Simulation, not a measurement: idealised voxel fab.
process module | voxel ribs on slabs
cross-section cut | 210 nm wide | cells 5 nm
A cross-section is a grid of square cells, given in bands from the top down. A band is one or more rows of cells.
Each band's line starts with the height of the band's top and of its bottom, in nm. Then come its materials from left to right, each with its width in nm. One material with "throughout" fills the band from edge to edge. "air" is empty space.
Height 0 is the level under which the wafer as received is all one material. The lowest band goes on downwards, as in "0 down".
A width such as "30 to 40" changes by the same amount from each row of cells to the next, from the band's top row to its bottom row.
"no change" after a step means that no cell of the cross-section changed.
closed voids: empty space of 8 cells or more with no open way to the top, each as width x height at its distance from the left edge, in nm
after a step's settings: what the simulator itself notes on the step
overlay nm, on a step with a mask: how far to the right of its planned place the mask lay; to the left if negative
plan
1 op RECEIVE | material Si
2 op DIRECTIONAL_DEP | material SiO2 | thk nm 25
3 op DIRECTIONAL_DEP | material SiN | thk nm 25
4 op MASKED_ETCH | tone cover | mask id RIB | width nm 15 | etch materials SiN | depth nm 10 | overlay nm 0
5 op PATTERN | tone cover | mask id SLAB | material resist | width nm 65 | thk nm 15 | overlay nm 0
6 op DIRECTIONAL_ETCH | etch materials SiN | depth nm 15
7 op STRIP | etch materials resist
8 op FILL_DEP | material SiO2 | thk nm 25
9 op CMP | height nm 70
10 op DIRECTIONAL_DEP | material TiN | thk nm 5
11 op PATTERN | tone cover | mask id HEATER | material resist | width nm 25 | thk nm 20 | overlay nm 0
12 op DIRECTIONAL_ETCH | etch materials TiN | depth nm 5
13 op STRIP | etch materials resist
14 op CONFORMAL_DEP | material SiN | thk nm 10
first wafer, as planned
as received, after step 1
  0 down: Si throughout
  closed voids: none
after step 2
  25 to 0: SiO2 throughout
  below 0: unchanged
after step 3
  50 to 25: SiN throughout
  below 25: unchanged
after step 4
  50 to 40: air 95 | SiN 15 | air 100
  below 40: unchanged
after step 5
  65 to 50: air 70 | resist 65 | air 75
  50 to 40: air 70 | resist 25 | SiN 15 | resist 25 | air 75
  below 40: unchanged
after step 6
  65 to 50: air 70 | resist 65 | air 75
  50 to 40: air 70 | resist 25 | SiN 15 | resist 25 | air 75
  40 to 25: air 70 | SiN 65 | air 75
  below 25: unchanged
after step 7
  50 to 40: air 95 | SiN 15 | air 100
  below 40: unchanged
after step 8
  75 to 50: SiO2 throughout
  50 to 40: SiO2 95 | SiN 15 | SiO2 100
  40 to 25: SiO2 70 | SiN 65 | SiO2 75
  below 25: unchanged
after step 9
  70 to 50: SiO2 throughout
  below 50: unchanged
after step 10
  75 to 70: TiN throughout
  below 70: unchanged
after step 11
  95 to 75: air 90 | resist 25 | air 95
  below 75: unchanged
after step 12
  95 to 75: air 90 | resist 25 | air 95
  75 to 70: air 90 | TiN 25 | air 95
  below 70: unchanged
after step 13
  75 to 70: air 90 | TiN 25 | air 95
  below 70: unchanged
after step 14
  85 to 80: air 80 | SiN 45 | air 85
  80 to 75: SiN throughout
  75 to 70: SiN 90 | TiN 25 | SiN 95
  below 70: unchanged
second wafer: like start, like plan, one mistake. Through step 10 it matches the first wafer
when step 11 should have ended
  95 to 75: air 85 | resist 25 | air 100
  below 75: unchanged
when step 12 should have ended
  95 to 75: air 85 | resist 25 | air 100
  75 to 70: air 85 | TiN 25 | air 100
  below 70: unchanged
when step 13 should have ended
  75 to 70: air 85 | TiN 25 | air 100
  below 70: unchanged
when step 14 should have ended
  85 to 80: air 75 | SiN 45 | air 90
  80 to 75: SiN throughout
  75 to 70: SiN 85 | TiN 25 | SiN 100
  below 70: unchanged
what went wrong: step 11 ran as: op PATTERN | tone cover | mask id HEATER | material resist | width nm 25 | thk nm 20 | overlay nm -5
at the end the second wafer has, in cells: as many of each material as the first, in other places
